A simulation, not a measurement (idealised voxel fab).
process module | voxel self aligned vias
cross-section cut | 185 nm wide | cells 5 nm
A cross-section is a grid of square cells, given in bands from the top down. A band is one or more rows of cells.
Each band's line starts with the height of the band's top and of its bottom, in nm. Then come its materials from left to right, each with its width in nm. One material with "throughout" fills the band from edge to edge. "air" is empty space.
Height 0 is the level under which the wafer as received is all one material. The lowest band goes on downwards, as in "0 down".
A width such as "30 to 40" changes by the same amount from each row of cells to the next, from the band's top row to its bottom row.
"no change" after a step means that no cell of the cross-section changed.
closed voids: empty space of 8 cells or more with no open way to the top, each as width x height at its distance from the left edge, in nm
after a step's settings: what the simulator itself notes on the step
overlay nm, on a step with a mask: how far to the right of its planned place the mask lay; to the left if negative
plan
1 op RECEIVE | material Si
2 op CONFORMAL_DEP | material SiO2 | thk nm 15
3 op CONFORMAL_DEP | material SiCN | thk nm 5
4 op DIRECTIONAL_DEP | material SiO2 | thk nm 20
5 op DIRECTIONAL_DEP | material aC | thk nm 15
6 op PATTERN | tone open | mask id LINES | material resist | width nm 20 | pitch nm 70 | thk nm 35 | overlay nm 0
7 op DIRECTIONAL_ETCH | etch materials aC | depth nm 15
8 op STRIP | etch materials resist
9 op DIRECTIONAL_ETCH | etch materials SiO2 | depth nm 20
10 op STRIP | etch materials aC
11 op CONFORMAL_DEP | material TiN | thk nm 5
12 op FILL_DEP | material W | thk nm 5
13 op CMP | height nm 40
14 op SELECTIVE_ETCH | etch materials W Ru TiN | depth nm 5
15 op FILL_DEP | material SiN | thk nm 5
16 op CMP | height nm 40
17 op DIRECTIONAL_DEP | material SiO2 | thk nm 20
18 op DIRECTIONAL_DEP | material aC | thk nm 15
19 op PATTERN | tone open | mask id VIAS | material resist | width nm 40 | thk nm 30 | overlay nm 0
20 op DIRECTIONAL_ETCH | etch materials aC | depth nm 15
21 op STRIP | etch materials resist
22 op DIRECTIONAL_ETCH | etch materials SiO2 | depth nm 20
23 op DIRECTIONAL_ETCH | etch materials SiN | depth nm 5
24 op STRIP | etch materials aC
25 op CONFORMAL_DEP | material TiN | thk nm 5
26 op FILL_DEP | material Cu | thk nm 5
27 op CMP | height nm 60
28 op CONFORMAL_DEP | material SiCN | thk nm 5
as received, after step 1
  0 down: Si throughout
  closed voids: none
a wafer at the end: this start, this plan, one mistake
  65 to 60: SiCN throughout
  60 to 45: SiO2 35 | TiN 5 | Cu 30 | TiN 5 | SiO2 110
  45 to 40: SiO2 35 | TiN 15 | Cu 10 | TiN 15 | SiO2 110
  40 to 35: SiO2 45 | TiN 20 | SiO2 50 | SiN 20 | SiO2 50
  35 to 25: SiO2 45 | TiN 5 | W 10 | TiN 5 | SiO2 50 | TiN 5 | W 10 | TiN 5 | SiO2 50
  25 to 20: SiO2 45 | TiN 20 | SiO2 50 | TiN 20 | SiO2 50
  20 to 15: TiN throughout
  15 to 0: SiO2 throughout
  0 down: Si throughout
  closed voids: none
what went wrong: step 3 ran as: op CONFORMAL_DEP | material TiN | thk nm 5
